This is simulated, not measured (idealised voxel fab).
The following process module bears the name voxel fin reveal.
FYI the section here is cut, 285 nm wide, cells are 5 nm squares.
Just so we're on the same page, the cross-sections are grids of square cells, and they're listed out in bands top to bottom, each band one or more rows deep. Read a band's entry like this: the first values are the height of its top and the height of its bottom in nm, and what follows is the sequence of materials from left to right, each with its width in nm. Note that "blank" is empty space, and that a single material marked "all across" reaches across the band from edge to edge. A quick word on heights: they are counted from 0, and under that level the wafer as it came to us is one material throughout. The lowest band is different from the rest in having no bottom; it simply continues downward, written as in "0 nm and below". It should be noted that a width expressed as "30 to 40" varies in equal increments from row to row of cells within the band, taking the value of the first number at the top row and that of the second number at the bottom row. "no change" for a step: no cell of the cross-section changed in that step. Under "Completely sealed voids" you'll find the enclosed gaps, the ones with no way out to the top, that are 8 cells or bigger; each reads width x height at distance, with distance counted from the left edge, everything in nm. Past the settings on a step's line: simulator remark, on that step. "overlay nm" denotes, for a step that has a mask, the displacement of the mask to the right of its planned place, with negative values corresponding to the left.
Set out below are the planned steps of the process:
1,op RECEIVE | material Si
2,op CONFORMAL_DEP | material SiN | thk nm 10
3,op DIRECTIONAL_DEP | material aC | thk nm 15
4,op PATTERN | tone cover | mask id FINS | material resist | width nm 15 | pitch nm 45 | thk nm 35 | overlay nm 0
5,op DIRECTIONAL_ETCH | etch materials aC | depth nm 15
6,op STRIP | etch materials resist
7,op DIRECTIONAL_ETCH | etch materials SiN | depth nm 10
8,op DIRECTIONAL_ETCH | etch materials Si | depth nm 35
9,op STRIP | etch materials aC
10,op FILL_DEP | material SiO2 | thk nm 10
11,op CMP | height nm 10
12,op SELECTIVE_ETCH | etch materials SiO2 | depth nm 35
13,op STRIP | etch materials SiN
14,op CONFORMAL_DEP | material HfO2 | thk nm 5
Keep in mind the plan's value for the width nm of step 4 comes from the first wafer; the wafers don't share that setting, but they do share the same starting point.
Cross-section of the first of several wafers on receipt, reflecting completion of step 1:
- 0 nm and below  Si all across
- Completely sealed voids: none
Cross-section after step 14, the final step of the module, for the first of several wafers:
- 5 nm to 0 nm  85 of blank, then 25 of HfO2, then 20 of blank, then 25 of HfO2, then 20 of blank, then 25 of HfO2, then 85 of blank
- 0 nm to -20 nm  85 of blank, then 5 of HfO2, then 15 of Si, then 5 of HfO2, then 20 of blank, then 5 of HfO2, then 15 of Si, then 5 of HfO2, then 20 of blank, then 5 of HfO2, then 15 of Si, then 5 of HfO2, then 85 of blank
- -20 nm to -25 nm  90 of HfO2, then 15 of Si, then 30 of HfO2, then 15 of Si, then 30 of HfO2, then 15 of Si, then 90 of HfO2
- -25 nm to -35 nm  90 of SiO2, then 15 of Si, then 30 of SiO2, then 15 of Si, then 30 of SiO2, then 15 of Si, then 90 of SiO2
- -35 nm and below  Si all across
- Completely sealed voids: none
Last wafer, end of module, cross-section:
- 5 nm to 0 nm  80 of blank, then 40 of HfO2, then 5 of blank, then 40 of HfO2, then 5 of blank, then 40 of HfO2, then 75 of blank
- 0 nm to -20 nm  80 of blank, then 5 of HfO2, then 30 of Si, then 5 of HfO2, then 5 of blank, then 5 of HfO2, then 30 of Si, then 5 of HfO2, then 5 of blank, then 5 of HfO2, then 30 of Si, then 5 of HfO2, then 75 of blank
- -20 nm to -25 nm  85 of HfO2, then 30 of Si, then 15 of HfO2, then 30 of Si, then 15 of HfO2, then 30 of Si, then 80 of HfO2
- -25 nm to -35 nm  85 of SiO2, then 30 of Si, then 15 of SiO2, then 30 of Si, then 15 of SiO2, then 30 of Si, then 80 of SiO2
- -35 nm and below  Si all across
- Completely sealed voids: none
Every row in this table is a wafer at the end of the module, and it gives, for each of the materials, the cells that wafer has gained (+) or lost (-) since it was received, then its closed voids:
width nm 15 | +87 HfO2 | -336 Si | +96 SiO2 | Completely sealed voids: none
width nm 20 | +87 HfO2 | -315 Si | +90 SiO2 | Completely sealed voids: none
width nm 25 | +87 HfO2 | -294 Si | +84 SiO2 | Completely sealed voids: none
width nm 30 | +87 HfO2 | -273 Si | +78 SiO2 | Completely sealed voids: none
